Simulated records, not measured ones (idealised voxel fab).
This is a process module. Its name is voxel capacitor over wiring.
The width of the displayed cross-section, cut, is 235 nm; its cells are square, with a size of 5 nm.
This document writes a cross-section as a grid whose cells are square, and gives it as bands, listed from the top down; one or more rows of cells form a band.
This entry defines a band. It first specifies the height of the band's top and the height of its bottom in nm, and then specifies the band's materials from left to right, stating each material with its width in nm. The word "everywhere" identifies a single material that fills the band from edge to edge, while the word "blank" identifies empty space.
Height reference: 0 = level under which incoming wafer is all one material. Lowest band: no bottom, runs on downward, e.g. "0..down".
Width "30..40": first value at the band's top row of cells, second value at its bottom row, equal change from row to row.
"remained unchanged" means the step left every cell of the cross-section as it was.
"Trapped void list" enumerates empty spaces isolated from the top, with no open way to it, that contain at least 8 cells, giving each as width x height at distance from the left edge, all three in nm.
What comes after the settings on a step's line is commentary from the simulator itself on that step.
"overlay nm" on a masked step: distance the mask lay right of its planned place, negative for left.

Intended process steps:
step 1: op RECEIVE | material Si
step 2: op CONFORMAL_DEP | material SiO2 | thk nm 10
step 3: op DIRECTIONAL_DEP | material TiN | thk nm 5
step 4: op DIRECTIONAL_DEP | material Ru | thk nm 25
step 5: op DIRECTIONAL_DEP | material aC | thk nm 10
step 6: op PATTERN | tone cover | mask id METAL_1 | material resist | width nm 30 | pitch nm 80 | thk nm 25 | overlay nm 0
step 7: op DIRECTIONAL_ETCH | etch materials aC | depth nm 10
step 8: op STRIP | etch materials resist
step 9: op DIRECTIONAL_ETCH | etch materials Ru | depth nm 25
step 10: op DIRECTIONAL_ETCH | etch materials TiN | depth nm 5
step 11: op STRIP | etch materials aC
step 12: op CONFORMAL_DEP | material SiCN | thk nm 5
step 13: op FILL_DEP | material lowk | thk nm 10
step 14: op CMP | height nm 40
step 15: op CONFORMAL_DEP | material SiCN | thk nm 5
step 16: op DIRECTIONAL_DEP | material lowk | thk nm 10
step 17: op MASKED_ETCH | tone open | mask id PLUG_1 | width nm 15 | etch materials lowk | depth nm 10 | overlay nm 0
step 18: op MASKED_ETCH | tone open | mask id PLUG_1 | width nm 15 | etch materials SiCN | depth nm 5 | overlay nm 0
step 19: op CONFORMAL_DEP | material TiN | thk nm 5
step 20: op FILL_DEP | material Cu | thk nm 10
step 21: op CMP | height nm 55
step 22: op DIRECTIONAL_DEP | material TiN | thk nm 10
step 23: op DIRECTIONAL_DEP | material Al2O3 | thk nm 5
step 24: op DIRECTIONAL_DEP | material TiN | thk nm 5
step 25: op PATTERN | tone cover | mask id UPPER_PLATE | material resist | width nm 55 | thk nm 15 | overlay nm 0
step 26: op DIRECTIONAL_ETCH | etch materials TiN | depth nm 5
step 27: op DIRECTIONAL_ETCH | etch materials Al2O3 | depth nm 5
step 28: op STRIP | etch materials resist
step 29: op MASKED_ETCH | tone cover | mask id LOWER_PLATE | width nm 65 | etch materials TiN | depth nm 10 | overlay nm 0
step 30: op FILL_DEP | material SiO2 | thk nm 15
step 31: op CMP | height nm 85
step 32: op PATTERN | tone open | mask id PLUG_2 | material resist | width nm 15 | thk nm 20 | overlay nm 0
step 33: op DIRECTIONAL_ETCH | etch materials SiO2 | depth nm 10
step 34: op STRIP | etch materials resist
step 35: op CONFORMAL_DEP | material TiN | thk nm 5
step 36: op FILL_DEP | material Cu | thk nm 10
step 37: op CMP | height nm 85
step 38: op CONFORMAL_DEP | material SiN | thk nm 5

As received (post step 1): cross-section:
  0..down: Si everywhere
  Trapped void list: none

Cross-sectional view of the first of the two wafers upon completion of the module, processed in accordance with the plan:
  90..85: SiN everywhere
  85..80: SiO2=85 | TiN=5 | Cu=5 | TiN=5 | SiO2=135
  80..70: SiO2=85..75 | TiN=15..55 | SiO2=135..105
  70..65: SiO2=75 | Al2O3=55 | SiO2=105
  65..55: SiO2=70 | TiN=65 | SiO2=100
  55..45: lowk=75 | TiN=5 | Cu=5 | TiN=5 | lowk=145
  45..40: SiCN=75 | TiN=15 | SiCN=145
  40..15: lowk=55 | SiCN=5 | Ru=30 | SiCN=5 | lowk=40 | SiCN=5 | Ru=30 | SiCN=5 | lowk=60
  15..10: SiCN=60 | TiN=30 | SiCN=50 | TiN=30 | SiCN=65
  10..0: SiO2 everywhere
  0..down: Si everywhere
  Trapped void list: none

Cross-section, wafer two of two, end of module: same start and plan as wafer one, one error in execution:
  90..85: SiN everywhere
  85..80: SiO2=85 | TiN=5 | Cu=5 | TiN=5 | SiO2=135
  80..70: SiO2=85..75 | TiN=15..55 | SiO2=135..105
  70..65: SiO2=75 | Al2O3=55 | SiO2=105
  65..55: SiO2=70 | TiN=65 | SiO2=100
  55..45: lowk=75 | TiN=5 | Cu=5 | TiN=5 | lowk=145
  45..40: SiCN=75 | TiN=15 | SiCN=145
  40..15: Ru=60 | SiCN=5 | lowk=20 | SiCN=5 | Ru=50 | SiCN=5 | lowk=20 | SiCN=5 | Ru=65
  15..10: TiN=60 | SiCN=30 | TiN=50 | SiCN=30 | TiN=65
  10..0: SiO2 everywhere
  0..down: Si everywhere
  Trapped void list: none
Finding, execution versus plan: step 6 was processed under conditions differing from the plan, specifically as op PATTERN | tone open | mask id METAL_1 | material resist | width nm 30 | pitch nm 80 | thk nm 25 | overlay nm 0
At the finish, the second wafer shows more or fewer cells for some materials than the first does: 115 more of Ru; 23 fewer of SiCN; 23 more of TiN; 115 fewer of lowk
